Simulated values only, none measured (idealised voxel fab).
The following is a process module called voxel air gaps.
It is cross-section cut that appears here, measuring 250 nm in width, its square cells being 5 nm in size.
Just so we're on the same page, the cross-sections are grids of square cells, and they're listed out in bands top to bottom, each band one or more rows deep.
Heads up on the band format: heights come first, top then bottom, in nm. After that it's the materials left to right, each with its width in nm. A single material flagged "full width" fills the whole band edge to edge, and "air" means there's empty space there.
Heights are reckoned from 0. Under this level, the received wafer is all of one material. The bottommost band is open-ended downward, for example "top 0, no bottom".
Think of "30->40" as a width that walks from the first number to the second as you go down the band, top row to bottom row, taking equal-sized steps from row to row.
What does "identical to before" mean for a step? It means no cell of the cross-section changed in that step.
Entry "Enclosed internal cavities". Content: empty spaces with no open connection to the top, size 8 cells or greater. Each: width x height at distance. Distance: from left edge. Unit: nm.
Text after the settings on a step's line: the simulator's own remark on that step.
On any step carrying a mask, the "overlay nm" setting, if present on the step's line, tells how far right of its planned place the mask lay; negative values point to the left.
Planned step list for the process
1: RECEIVE: material Si
2: CONFORMAL_DEP: material SiO2, thk nm 15
3: CONFORMAL_DEP: material SiN, thk nm 5
4: DIRECTIONAL_DEP: material SiO2, thk nm 40
5: DIRECTIONAL_DEP: material aC, thk nm 15
6: PATTERN: tone open, mask id LINES, material resist, width nm 15, pitch nm 40, thk nm 35, overlay nm 0
7: DIRECTIONAL_ETCH: etch materials aC, depth nm 15
8: STRIP: etch materials resist
9: DIRECTIONAL_ETCH: etch materials SiO2, depth nm 40
10: STRIP: etch materials aC
11: CONFORMAL_DEP: material TiN, thk nm 5
12: FILL_DEP: material Cu, thk nm 5
13: CMP: height nm 60
14: EPI: material Ru, thk nm 10
15: SELECTIVE_ETCH: etch materials SiO2, depth nm 50
16: CONFORMAL_DEP: material SiCN, thk nm 5
Received-state cross-section, reflecting completion of step 1
> top 0, no bottom = Si full width
> Enclosed internal cavities: none
Cross-sectional image of the first of two wafers at the end of the module, the run having proceeded as planned
> top 75, bottom 70 = air: 60  SiCN: 125  air: 65
> top 70, bottom 60 = air: 60  SiCN: 5  Ru: 35  SiCN: 5  Ru: 35  SiCN: 5  Ru: 35  SiCN: 5  air: 65
> top 60, bottom 55 = air: 60  SiCN: 15  TiN: 5  Cu: 5  TiN: 5  SiCN: 25  TiN: 5  Cu: 5  TiN: 5  SiCN: 25  TiN: 5  Cu: 5  TiN: 5  SiCN: 15  air: 65
> top 55, bottom 25 = air: 70  SiCN: 5  TiN: 5  Cu: 5  TiN: 5  SiCN: 5  air: 15  SiCN: 5  TiN: 5  Cu: 5  TiN: 5  SiCN: 5  air: 15  SiCN: 5  TiN: 5  Cu: 5  TiN: 5  SiCN: 5  air: 75
> top 25, bottom 20 = SiCN: 75  TiN: 15  SiCN: 25  TiN: 15  SiCN: 25  TiN: 15  SiCN: 80
> top 20, bottom 15 = SiN full width
> top 15, bottom 0 = SiO2 full width
> top 0, no bottom = Si full width
> Enclosed internal cavities: 15 x 30 at 95; 15 x 30 at 135
Second wafer through the module, sectioned at the end: same beginning and same plan as the first wafer, with one mistake in carrying it out
> top 75, bottom 70 = air: 60  SiCN: 125  air: 65
> top 70, bottom 60 = air: 60  SiCN: 5  Ru: 35  SiCN: 5  Ru: 35  SiCN: 5  Ru: 35  SiCN: 5  air: 65
> top 60, bottom 55 = air: 60  SiCN: 15  TiN: 5  aC: 5  TiN: 5  SiCN: 25  TiN: 5  aC: 5  TiN: 5  SiCN: 25  TiN: 5  aC: 5  TiN: 5  SiCN: 15  air: 65
> top 55, bottom 25 = air: 70  SiCN: 5  TiN: 5  aC: 5  TiN: 5  SiCN: 5  air: 15  SiCN: 5  TiN: 5  aC: 5  TiN: 5  SiCN: 5  air: 15  SiCN: 5  TiN: 5  aC: 5  TiN: 5  SiCN: 5  air: 75
> top 25, bottom 20 = SiCN: 75  TiN: 15  SiCN: 25  TiN: 15  SiCN: 25  TiN: 15  SiCN: 80
> top 20, bottom 15 = SiN full width
> top 15, bottom 0 = SiO2 full width
> top 0, no bottom = Si full width
> Enclosed internal cavities: 15 x 30 at 95; 15 x 30 at 135
Error vs. plan: not per plan at step 12, really ran FILL_DEP: material aC, thk nm 5
It is noted that, at the conclusion of processing, the second wafer exhibits a higher or lower cell count for certain materials relative to the first: Cu: 21 fewer | aC: 21 more
